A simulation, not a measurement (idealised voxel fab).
process module | voxel fin reveal
For reference, the cross-section in this document is cut, with width 180 nm and square cells of 5 nm.
We lay out every cross-section as a grid of square cells and spell it out in bands from the top down, where one band means one or more rows of cells. Band entry format. Leading values: height of top, height of bottom, nm. Remainder: materials in left-to-right order, each with its width in nm. Special words: "everywhere" on a single material, which then fills the band edge to edge; "empty", empty space. Heights are expressed relative to 0, this being the level below which the as-received wafer comprises one material exclusively. The lowest band is unbounded in the downward direction and is denoted as in "0 -> down". The expression "30 to 40" gives the width at the extremes of the band, the first number at its top row of cells and the second at its bottom row, with the width changing by equal amounts from each row to the next in between. Step note "identical to before" = no cross-section cell changed. Closed empty spaces (no open way to the top) of 8 cells or more are what "Sealed internal voids" lists, each as width x height at distance from the left edge, nm for all three. after a step's settings: what the simulator itself notes on the step. What "overlay nm" on a step's line means: if the step has a mask, that mask lay this far to the right of its planned place, or, when the value is negative, to the left.
**Here's what the planned process steps look like**
1: RECEIVE | material Si
2: CONFORMAL_DEP | material SiN | thk nm 10
3: PATTERN | tone cover | mask id FINS | material resist | width nm 15 | pitch nm 45 | thk nm 15 | overlay nm -15
4: DIRECTIONAL_ETCH | etch materials SiN | depth nm 10
5: DIRECTIONAL_ETCH | etch materials Si | depth nm 40
6: STRIP | etch materials resist
7: OXIDIZE | depth nm 5
8: FILL_DEP | material SiO2 | thk nm 10
9: CMP | height nm 10
10: SELECTIVE_ETCH | etch materials SiO2 | depth nm 30
11: STRIP | etch materials SiN
12: CONFORMAL_DEP | material HfO2 | thk nm 5
Split variable: overlay nm, step 3. Plan value = first wafer. Wafers start alike.
**After step 1, as received: first of several wafers, cross-section**
- 0 -> down  Si everywhere
- Sealed internal voids: none
**Quick look at the cross-section of the first of several wafers after step 12, which wraps up the module**
- 5 -> 0  45 empty; 15 HfO2; 30 empty; 15 HfO2; 75 empty
- 0 -> -15  45 empty; 5 HfO2; 5 Si; 5 HfO2; 30 empty; 5 HfO2; 5 Si; 5 HfO2; 75 empty
- -15 -> -20  50 HfO2; 5 Si; 40 HfO2; 5 Si; 80 HfO2
- -20 -> -45  50 SiO2; 5 Si; 40 SiO2; 5 Si; 80 SiO2
- -45 -> down  Si everywhere
- Sealed internal voids: none
**Module end, final wafer: cross-section**
- 5 -> 0  75 empty; 15 HfO2; 30 empty; 15 HfO2; 45 empty
- 0 -> -15  75 empty; 5 HfO2; 5 Si; 5 HfO2; 30 empty; 5 HfO2; 5 Si; 5 HfO2; 45 empty
- -15 -> -20  80 HfO2; 5 Si; 40 HfO2; 5 Si; 50 HfO2
- -20 -> -45  80 SiO2; 5 Si; 40 SiO2; 5 Si; 50 SiO2
- -45 -> down  Si everywhere
- Sealed internal voids: none
**Where each wafer stands at the end of the module, a row apiece: cells of each material gained (+) or lost (-) since it was received, then closed voids**
overlay nm -15; +52 HfO2; -306 Si; +170 SiO2; Sealed internal voids: none
overlay nm -10; +52 HfO2; -306 Si; +170 SiO2; Sealed internal voids: none
overlay nm -5; +52 HfO2; -306 Si; +170 SiO2; Sealed internal voids: none
overlay nm 0; +52 HfO2; -306 Si; +170 SiO2; Sealed internal voids: none
overlay nm 5; +52 HfO2; -306 Si; +170 SiO2; Sealed internal voids: none
overlay nm 10; +52 HfO2; -306 Si; +170 SiO2; Sealed internal voids: none
overlay nm 15; +52 HfO2; -306 Si; +170 SiO2; Sealed internal voids: none
